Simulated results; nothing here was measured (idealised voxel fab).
process module | voxel gate over fins
Cross-section cut spans 255 nm and uses square cells 5 nm in size.
A cross-section is written here as square cells arranged in a grid, and it is given in bands from the top down, each band taking up one or more rows of cells.
Band: top height; bottom height; in nm. Then, left to right: material with width in nm, for each material. "everywhere": a single material spanning edge to edge. "air": empty space.
Height reference: 0 = level under which incoming wafer is all one material. Lowest band: no bottom, runs on downward, e.g. "0..down".
The notation "30->40" denotes a width that varies across the rows of cells in the band, beginning at the first number in the top row, finishing at the second number in the bottom row, and changing by an identical amount from each row to the next.
Key: "identical to before" - step with no changed cell in the cross-section.
Look at "Tabulated closed voids" for the closed voids: empty spaces with no open path to the top, sized 8 cells or up. Each is width x height at distance, distance from the left edge, all nm.
If you see something after the settings on a step's line, that's the simulator's own remark about that step.
"overlay nm" denotes, for a step that has a mask, the displacement of the mask to the right of its planned place, with negative values corresponding to the left.
-- Below is the list of planned process steps
- 1: RECEIVE with material Si
- 2: CONFORMAL_DEP with material SiN, thk nm 5
- 3: PATTERN with tone cover, mask id FINS, material resist, width nm 15, pitch nm 35, thk nm 20, overlay nm 0
- 4: DIRECTIONAL_ETCH with etch materials SiN, depth nm 5
- 5: DIRECTIONAL_ETCH with etch materials Si, depth nm 40
- 6: STRIP with etch materials resist
- 7: OXIDIZE with depth nm 5
- 8: FILL_DEP with material SiO2, thk nm 10
- 9: CMP with height nm 5
- 10: SELECTIVE_ETCH with etch materials SiO2, depth nm 15
- 11: STRIP with etch materials SiN
- 12: CONFORMAL_DEP with material HfO2, thk nm 5
- 13: CONFORMAL_DEP with material TiN, thk nm 5
- 14: CONFORMAL_DEP with material TiAl, thk nm 5
- 15: CONFORMAL_DEP with material TiN, thk nm 5
- 16: FILL_DEP with material W, thk nm 15
- 17: CMP with height nm 30
- 18: CONFORMAL_DEP with material SiCN, thk nm 10
-- Of two wafers, the first: run according to plan
-- Cross-section of the incoming wafer, state after step 1
> 0..down  Si everywhere
> Tabulated closed voids: none
-- Once step 2 is through, the wafer looks like this in cross-section
> 5..0  SiN everywhere
> Lower than 0, everything is as it was.
-- Once step 3 is through, the wafer looks like this in cross-section
> 25..5  air=65, resist=15, air=20, resist=15, air=20, resist=15, air=20, resist=15, air=70
> Lower than 5, everything is as it was.
-- Once step 4 is through, the wafer looks like this in cross-section
> 25..5  air=65, resist=15, air=20, resist=15, air=20, resist=15, air=20, resist=15, air=70
> 5..0  air=65, SiN=15, air=20, SiN=15, air=20, SiN=15, air=20, SiN=15, air=70
> Lower than 0, everything is as it was.
-- Once step 5 is through, the wafer looks like this in cross-section
> 25..5  air=65, resist=15, air=20, resist=15, air=20, resist=15, air=20, resist=15, air=70
> 5..0  air=65, SiN=15, air=20, SiN=15, air=20, SiN=15, air=20, SiN=15, air=70
> 0..-40  air=65, Si=15, air=20, Si=15, air=20, Si=15, air=20, Si=15, air=70
> Lower than -40, everything is as it was.
-- Once step 6 is through, the wafer looks like this in cross-section
> 5..0  air=65, SiN=15, air=20, SiN=15, air=20, SiN=15, air=20, SiN=15, air=70
> Lower than 0, everything is as it was.
-- Once step 7 is through, the wafer looks like this in cross-section
> 5..0  air=65, SiN=15, air=20, SiN=15, air=20, SiN=15, air=20, SiN=15, air=70
> 0..-40  air=65, SiO2=5, Si=5, SiO2=5, air=20, SiO2=5, Si=5, SiO2=5, air=20, SiO2=5, Si=5, SiO2=5, air=20, SiO2=5, Si=5, SiO2=5, air=70
> -40..-45  SiO2=70, Si=5, SiO2=30, Si=5, SiO2=30, Si=5, SiO2=30, Si=5, SiO2=75
> Lower than -45, everything is as it was.
-- Once step 8 is through, the wafer looks like this in cross-section
> 15..5  SiO2 everywhere
> 5..0  SiO2=65, SiN=15, SiO2=20, SiN=15, SiO2=20, SiN=15, SiO2=20, SiN=15, SiO2=70
> 0..-45  SiO2=70, Si=5, SiO2=30, Si=5, SiO2=30, Si=5, SiO2=30, Si=5, SiO2=75
> Lower than -45, everything is as it was.
-- Once step 9 is through, the wafer looks like this in cross-section
> 5..0  SiO2=65, SiN=15, SiO2=20, SiN=15, SiO2=20, SiN=15, SiO2=20, SiN=15, SiO2=70
> Lower than 0, everything is as it was.
-- Once step 10 is through, the wafer looks like this in cross-section
> 5..0  air=65, SiN=15, air=20, SiN=15, air=20, SiN=15, air=20, SiN=15, air=70
> 0..-10  air=70, Si=5, air=30, Si=5, air=30, Si=5, air=30, Si=5, air=75
> Lower than -10, everything is as it was.
-- Once step 11 is through, the wafer looks like this in cross-section
> 0..-10  air=70, Si=5, air=30, Si=5, air=30, Si=5, air=30, Si=5, air=75
> Lower than -10, everything is as it was.
-- Once step 12 is through, the wafer looks like this in cross-section
> 5..0  air=65, HfO2=15, air=20, HfO2=15, air=20, HfO2=15, air=20, HfO2=15, air=70
> 0..-5  air=65, HfO2=5, Si=5, HfO2=5, air=20, HfO2=5, Si=5, HfO2=5, air=20, HfO2=5, Si=5, HfO2=5, air=20, HfO2=5, Si=5, HfO2=5, air=70
> -5..-10  HfO2=70, Si=5, HfO2=30, Si=5, HfO2=30, Si=5, HfO2=30, Si=5, HfO2=75
> Lower than -10, everything is as it was.
-- Once step 13 is through, the wafer looks like this in cross-section
> 10..5  air=60, TiN=25, air=10, TiN=25, air=10, TiN=25, air=10, TiN=25, air=65
> 5..0  air=60, TiN=5, HfO2=15, TiN=5, air=10, TiN=5, HfO2=15, TiN=5, air=10, TiN=5, HfO2=15, TiN=5, air=10, TiN=5, HfO2=15, TiN=5, air=65
> 0..-5  TiN=65, HfO2=5, Si=5, HfO2=5, TiN=20, HfO2=5, Si=5, HfO2=5, TiN=20, HfO2=5, Si=5, HfO2=5, TiN=20, HfO2=5, Si=5, HfO2=5, TiN=70
> Lower than -5, everything is as it was.
-- Once step 14 is through, the wafer looks like this in cross-section
> 15..10  air=55, TiAl=140, air=60
> 10..5  air=55, TiAl=5, TiN=25, TiAl=10, TiN=25, TiAl=10, TiN=25, TiAl=10, TiN=25, TiAl=5, air=60
> 5..0  TiAl=60, TiN=5, HfO2=15, TiN=5, TiAl=10, TiN=5, HfO2=15, TiN=5, TiAl=10, TiN=5, HfO2=15, TiN=5, TiAl=10, TiN=5, HfO2=15, TiN=5, TiAl=65
> Lower than 0, everything is as it was.
-- Once step 15 is through, the wafer looks like this in cross-section
> 20..15  air=50, TiN=150, air=55
> 15..10  air=50, TiN=5, TiAl=140, TiN=5, air=55
> 10..5  TiN=55, TiAl=5, TiN=25, TiAl=10, TiN=25, TiAl=10, TiN=25, TiAl=10, TiN=25, TiAl=5, TiN=60
> Lower than 5, everything is as it was.
-- Once step 16 is through, the wafer looks like this in cross-section
> 35..20  W everywhere
> 20..15  W=50, TiN=150, W=55
> 15..10  W=50, TiN=5, TiAl=140, TiN=5, W=55
> Lower than 10, everything is as it was.
-- Once step 17 is through, the wafer looks like this in cross-section
> 30..20  W everywhere
> Lower than 20, everything is as it was.
-- Once step 18 is through, the wafer looks like this in cross-section
> 40..30  SiCN everywhere
> Lower than 30, everything is as it was.
-- Regarding the second of the two wafers: it shared the first wafer's starting condition and process plan, yet one error occurred during its execution. Its history coincides with that of the first wafer up to and including step 2
-- Cross-section of the second wafer when, according to plan, step 3 should have finished
> 25..5  air=55, resist=15, air=20, resist=15, air=20, resist=15, air=20, resist=15, air=80
> Lower than 5, everything is as it was.
-- Cross-section of the second wafer when, according to plan, step 4 should have finished
> 25..5  air=55, resist=15, air=20, resist=15, air=20, resist=15, air=20, resist=15, air=80
> 5..0  air=55, SiN=15, air=20, SiN=15, air=20, SiN=15, air=20, SiN=15, air=80
> Lower than 0, everything is as it was.
-- Cross-section of the second wafer when, according to plan, step 5 should have finished
> 25..5  air=55, resist=15, air=20, resist=15, air=20, resist=15, air=20, resist=15, air=80
> 5..0  air=55, SiN=15, air=20, SiN=15, air=20, SiN=15, air=20, SiN=15, air=80
> 0..-40  air=55, Si=15, air=20, Si=15, air=20, Si=15, air=20, Si=15, air=80
> Lower than -40, everything is as it was.
-- Cross-section of the second wafer when, according to plan, step 6 should have finished
> 5..0  air=55, SiN=15, air=20, SiN=15, air=20, SiN=15, air=20, SiN=15, air=80
> Lower than 0, everything is as it was.
-- Cross-section of the second wafer when, according to plan, step 7 should have finished
> 5..0  air=55, SiN=15, air=20, SiN=15, air=20, SiN=15, air=20, SiN=15, air=80
> 0..-40  air=55, SiO2=5, Si=5, SiO2=5, air=20, SiO2=5, Si=5, SiO2=5, air=20, SiO2=5, Si=5, SiO2=5, air=20, SiO2=5, Si=5, SiO2=5, air=80
> -40..-45  SiO2=60, Si=5, SiO2=30, Si=5, SiO2=30, Si=5, SiO2=30, Si=5, SiO2=85
> Lower than -45, everything is as it was.
-- Cross-section of the second wafer when, according to plan, step 8 should have finished
> 15..5  SiO2 everywhere
> 5..0  SiO2=55, SiN=15, SiO2=20, SiN=15, SiO2=20, SiN=15, SiO2=20, SiN=15, SiO2=80
> 0..-45  SiO2=60, Si=5, SiO2=30, Si=5, SiO2=30, Si=5, SiO2=30, Si=5, SiO2=85
> Lower than -45, everything is as it was.
-- Cross-section of the second wafer when, according to plan, step 9 should have finished
> 5..0  SiO2=55, SiN=15, SiO2=20, SiN=15, SiO2=20, SiN=15, SiO2=20, SiN=15, SiO2=80
> Lower than 0, everything is as it was.
-- Cross-section of the second wafer when, according to plan, step 10 should have finished
> 5..0  air=55, SiN=15, air=20, SiN=15, air=20, SiN=15, air=20, SiN=15, air=80
> 0..-10  air=60, Si=5, air=30, Si=5, air=30, Si=5, air=30, Si=5, air=85
> Lower than -10, everything is as it was.
-- Cross-section of the second wafer when, according to plan, step 11 should have finished
> 0..-10  air=60, Si=5, air=30, Si=5, air=30, Si=5, air=30, Si=5, air=85
> Lower than -10, everything is as it was.
-- Cross-section of the second wafer when, according to plan, step 12 should have finished
> 5..0  air=55, HfO2=15, air=20, HfO2=15, air=20, HfO2=15, air=20, HfO2=15, air=80
> 0..-5  air=55, HfO2=5, Si=5, HfO2=5, air=20, HfO2=5, Si=5, HfO2=5, air=20, HfO2=5, Si=5, HfO2=5, air=20, HfO2=5, Si=5, HfO2=5, air=80
> -5..-10  HfO2=60, Si=5, HfO2=30, Si=5, HfO2=30, Si=5, HfO2=30, Si=5, HfO2=85
> Lower than -10, everything is as it was.
-- Cross-section of the second wafer when, according to plan, step 13 should have finished
> 10..5  air=50, TiN=25, air=10, TiN=25, air=10, TiN=25, air=10, TiN=25, air=75
> 5..0  air=50, TiN=5, HfO2=15, TiN=5, air=10, TiN=5, HfO2=15, TiN=5, air=10, TiN=5, HfO2=15, TiN=5, air=10, TiN=5, HfO2=15, TiN=5, air=75
> 0..-5  TiN=55, HfO2=5, Si=5, HfO2=5, TiN=20, HfO2=5, Si=5, HfO2=5, TiN=20, HfO2=5, Si=5, HfO2=5, TiN=20, HfO2=5, Si=5, HfO2=5, TiN=80
> Lower than -5, everything is as it was.
-- Cross-section of the second wafer when, according to plan, step 14 should have finished
> 15..10  air=45, TiAl=140, air=70
> 10..5  air=45, TiAl=5, TiN=25, TiAl=10, TiN=25, TiAl=10, TiN=25, TiAl=10, TiN=25, TiAl=5, air=70
> 5..0  TiAl=50, TiN=5, HfO2=15, TiN=5, TiAl=10, TiN=5, HfO2=15, TiN=5, TiAl=10, TiN=5, HfO2=15, TiN=5, TiAl=10, TiN=5, HfO2=15, TiN=5, TiAl=75
> Lower than 0, everything is as it was.
-- Cross-section of the second wafer when, according to plan, step 15 should have finished
> 20..15  air=40, TiN=150, air=65
> 15..10  air=40, TiN=5, TiAl=140, TiN=5, air=65
> 10..5  TiN=45, TiAl=5, TiN=25, TiAl=10, TiN=25, TiAl=10, TiN=25, TiAl=10, TiN=25, TiAl=5, TiN=70
> Lower than 5, everything is as it was.
-- Cross-section of the second wafer when, according to plan, step 16 should have finished
> 35..20  W everywhere
> 20..15  W=40, TiN=150, W=65
> 15..10  W=40, TiN=5, TiAl=140, TiN=5, W=65
> Lower than 10, everything is as it was.
-- Cross-section of the second wafer when, according to plan, step 17 should have finished
> 30..20  W everywhere
> Lower than 20, everything is as it was.
-- Cross-section of the second wafer when, according to plan, step 18 should have finished
> 40..30  SiCN everywhere
> Lower than 30, everything is as it was.
Here's what went sideways: the process deviated at step 3: the operation and settings actually run there were PATTERN with tone cover, mask id FINS, material resist, width nm 15, pitch nm 35, thk nm 20, overlay nm -10
The two final wafers agree on how many cells each material fills and disagree on which cells those are.
